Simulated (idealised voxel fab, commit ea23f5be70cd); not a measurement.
The process module presented herein is designated voxel capacitor over wiring.
The figure presents cross-section cut, which has a width of 245 nm and is divided into square cells with an edge length of 5 nm.
Just so we're on the same page, the cross-sections are grids of square cells, and they're listed out in bands top to bottom, each band one or more rows deep.
Look at the band entry: it leads with the top's height and the bottom's height in nm. Then it lists the materials left to right, with a width in nm for each. The word "all across" on a single material says that material fills the band edge to edge. The word "empty" is empty space.
Heads up on the height convention: 0 is the point under which the incoming wafer is all one material, and the lowest band has no bottom, it just keeps going down, like "from 0 down".
Graded width ("30..40"): value in top row of band = first number; value in bottom row = second number; row-to-row change constant.
Basically "no modifications" means that step didn't change any cell in the cross-section.
The label "Fully closed voids" introduces a list of the empty spaces, 8 cells or larger, that have no open way up to the top; each entry in it reads width x height at distance, where the distance is taken from the left edge and all three are stated in nm.
What comes after the settings on a step's line is commentary from the simulator itself on that step.
overlay nm: mask right of planned place by this much (step with mask). Neg. = left.
Process steps (planned):
- 1: RECEIVE with material Si
- 2: CONFORMAL_DEP with material SiO2, thk nm 10
- 3: CONFORMAL_DEP with material SiN, thk nm 5
- 4: DIRECTIONAL_DEP with material SiO2, thk nm 15
- 5: DIRECTIONAL_DEP with material aC, thk nm 15
- 6: PATTERN with tone open, mask id METAL_1, material resist, width nm 25, pitch nm 75, thk nm 30, overlay nm 0
- 7: DIRECTIONAL_ETCH with etch materials aC, depth nm 15
- 8: STRIP with etch materials resist
- 9: DIRECTIONAL_ETCH with etch materials SiO2, depth nm 15
- 10: DIRECTIONAL_ETCH with etch materials SiN, depth nm 5
- 11: STRIP with etch materials aC
- 12: CONFORMAL_DEP with material TiN, thk nm 5
- 13: FILL_DEP with material Cu, thk nm 5
- 14: CMP with height nm 30
- 15: CONFORMAL_DEP with material SiCN, thk nm 5
- 16: DIRECTIONAL_DEP with material lowk, thk nm 15
- 17: PATTERN with tone open, mask id PLUG_1, material resist, width nm 15, thk nm 20, overlay nm 0
- 18: DIRECTIONAL_ETCH with etch materials lowk, depth nm 15
- 19: DIRECTIONAL_ETCH with etch materials SiCN, depth nm 5
- 20: STRIP with etch materials resist
- 21: CONFORMAL_DEP with material TiN, thk nm 5
- 22: FILL_DEP with material Ru, thk nm 10
- 23: CMP with height nm 50
- 24: DIRECTIONAL_DEP with material TiN, thk nm 10
- 25: DIRECTIONAL_DEP with material HfO2, thk nm 5
- 26: DIRECTIONAL_DEP with material TiN, thk nm 10
- 27: MASKED_ETCH with tone cover, mask id UPPER_PLATE, width nm 55, etch materials TiN, depth nm 10, overlay nm 0
- 28: MASKED_ETCH with tone cover, mask id UPPER_PLATE, width nm 55, etch materials HfO2, depth nm 5, overlay nm 0
- 29: PATTERN with tone cover, mask id LOWER_PLATE, material resist, width nm 65, thk nm 20, overlay nm 0
- 30: DIRECTIONAL_ETCH with etch materials TiN, depth nm 10
- 31: STRIP with etch materials resist
- 32: FILL_DEP with material SiO2, thk nm 15
- 33: CMP with height nm 85
- 34: DIRECTIONAL_DEP with material aC, thk nm 10
- 35: PATTERN with tone open, mask id PLUG_2, material resist, width nm 15, thk nm 30, overlay nm -15
- 36: DIRECTIONAL_ETCH with etch materials aC, depth nm 10
- 37: STRIP with etch materials resist
- 38: DIRECTIONAL_ETCH with etch materials SiO2, depth nm 10
- 39: STRIP with etch materials aC
- 40: CONFORMAL_DEP with material TiN, thk nm 5
- 41: FILL_DEP with material Ru, thk nm 10
- 42: CMP with height nm 85
- 43: CONFORMAL_DEP with material SiN, thk nm 5
The wafers are alike at the start. At step 35, their overlay nm differs. The plan lists the first wafer's value.
Incoming state of the first of several wafers in cross-section: after step 1:
> from 0 down  Si all across
> Fully closed voids: none
Gained (+) or lost (-) cells of each material since receipt, then closed voids: one row per wafer, at the end of the module:
overlay nm -15; +18 Cu; +11 HfO2; +4 Ru; +46 SiCN; +88 SiN; +493 SiO2; +84 TiN; +138 lowk; Fully closed voids: none
overlay nm -10; +18 Cu; +11 HfO2; +4 Ru; +46 SiCN; +88 SiN; +493 SiO2; +84 TiN; +138 lowk; Fully closed voids: none
overlay nm -5; +18 Cu; +11 HfO2; +4 Ru; +46 SiCN; +88 SiN; +493 SiO2; +84 TiN; +138 lowk; Fully closed voids: none
overlay nm 0; +18 Cu; +11 HfO2; +4 Ru; +46 SiCN; +88 SiN; +493 SiO2; +84 TiN; +138 lowk; Fully closed voids: none
overlay nm 5; +18 Cu; +11 HfO2; +4 Ru; +46 SiCN; +88 SiN; +493 SiO2; +84 TiN; +138 lowk; Fully closed voids: none
overlay nm 10; +18 Cu; +11 HfO2; +4 Ru; +46 SiCN; +88 SiN; +493 SiO2; +84 TiN; +138 lowk; Fully closed voids: none
overlay nm 15; +18 Cu; +11 HfO2; +4 Ru; +46 SiCN; +88 SiN; +493 SiO2; +84 TiN; +138 lowk; Fully closed voids: none
